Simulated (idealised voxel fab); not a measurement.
A process module follows: voxel self aligned vias.
Section shown: cut. Width: 290 nm. Cell size: 5 nm, square.
For the purposes of this document, a cross-section shall be understood as a grid of square cells, specified as bands listed in top-to-bottom order, each band consisting of one or more rows of cells.
Look at the band entry: it leads with the top's height and the bottom's height in nm. Then it lists the materials left to right, with a width in nm for each. The word "full width" on a single material says that material fills the band edge to edge. The word "empty" is empty space.
Height datum 0, below which the as-received substrate wafer is one material. Lowest band open at the bottom, running downward: "0 nm and below".
A width such as "30..40" changes by the same amount from each row of cells to the next, from the band's top row to its bottom row.
Step note "all unchanged" = no cross-section cell changed.
"closed voids": empty spaces of 8 cells or more with no open way to the top, each given as width x height at distance, distance from the left edge, all in nm.
Anything after a step's settings on that line? It's the simulator's own note about the step.
overlay nm: where the mask lay relative to plan, measured to the right, on steps with a mask; negatives go left.

### Listed below are the process steps as planned
1. op RECEIVE | material Si
2. op CONFORMAL_DEP | material SiO2 | thk nm 15
3. op CONFORMAL_DEP | material SiCN | thk nm 5
4. op DIRECTIONAL_DEP | material lowk | thk nm 20
5. op DIRECTIONAL_DEP | material aC | thk nm 15
6. op PATTERN | tone open | mask id LINES | material resist | width nm 30 | pitch nm 75 | thk nm 35 | overlay nm 0
7. op DIRECTIONAL_ETCH | etch materials aC | depth nm 15
8. op STRIP | etch materials resist
9. op DIRECTIONAL_ETCH | etch materials lowk | depth nm 20
10. op STRIP | etch materials aC
11. op CONFORMAL_DEP | material TiN | thk nm 5
12. op FILL_DEP | material W | thk nm 5
13. op CMP | height nm 40
14. op SELECTIVE_ETCH | etch materials W Ru TiN | depth nm 10
15. op FILL_DEP | material SiN | thk nm 5
16. op CMP | height nm 40
17. op DIRECTIONAL_DEP | material lowk | thk nm 15
18. op MASKED_ETCH | tone open | mask id VIAS | width nm 40 | pitch nm 75 | etch materials lowk | depth nm 15 | overlay nm 0
19. op MASKED_ETCH | tone open | mask id VIAS | width nm 50 | pitch nm 75 | etch materials SiN | depth nm 10 | overlay nm 0
20. op CONFORMAL_DEP | material TiN | thk nm 5
21. op FILL_DEP | material Ru | thk nm 10
22. op CMP | height nm 55
23. op CONFORMAL_DEP | material SiCN | thk nm 5
The wafers in this document start out alike and differ in the width nm applied at step 18; the plan shows the value used for the first wafer.

### So this is the first of several wafers, cross-sectioned as it came to us, meaning it's at the end of step 1
0 nm and below | Si full width
closed voids: none

### So in this table every wafer gets its own row, and what you see is where it stands at the end of the module: for each material, how many cells it picked up (+) or gave up (-) since we received it, and after that its closed voids
width nm 40, +60 Ru, +116 SiCN, +174 SiO2, +72 TiN, +12 W, +262 lowk, closed voids: none
width nm 45, +66 Ru, +116 SiCN, +174 SiO2, +75 TiN, +12 W, +253 lowk, closed voids: none
width nm 50, +72 Ru, +116 SiCN, +174 SiO2, +78 TiN, +12 W, +244 lowk, closed voids: none
width nm 55, +78 Ru, +116 SiCN, +174 SiO2, +81 TiN, +12 W, +235 lowk, closed voids: none
width nm 60, +84 Ru, +116 SiCN, +174 SiO2, +84 TiN, +12 W, +226 lowk, closed voids: none
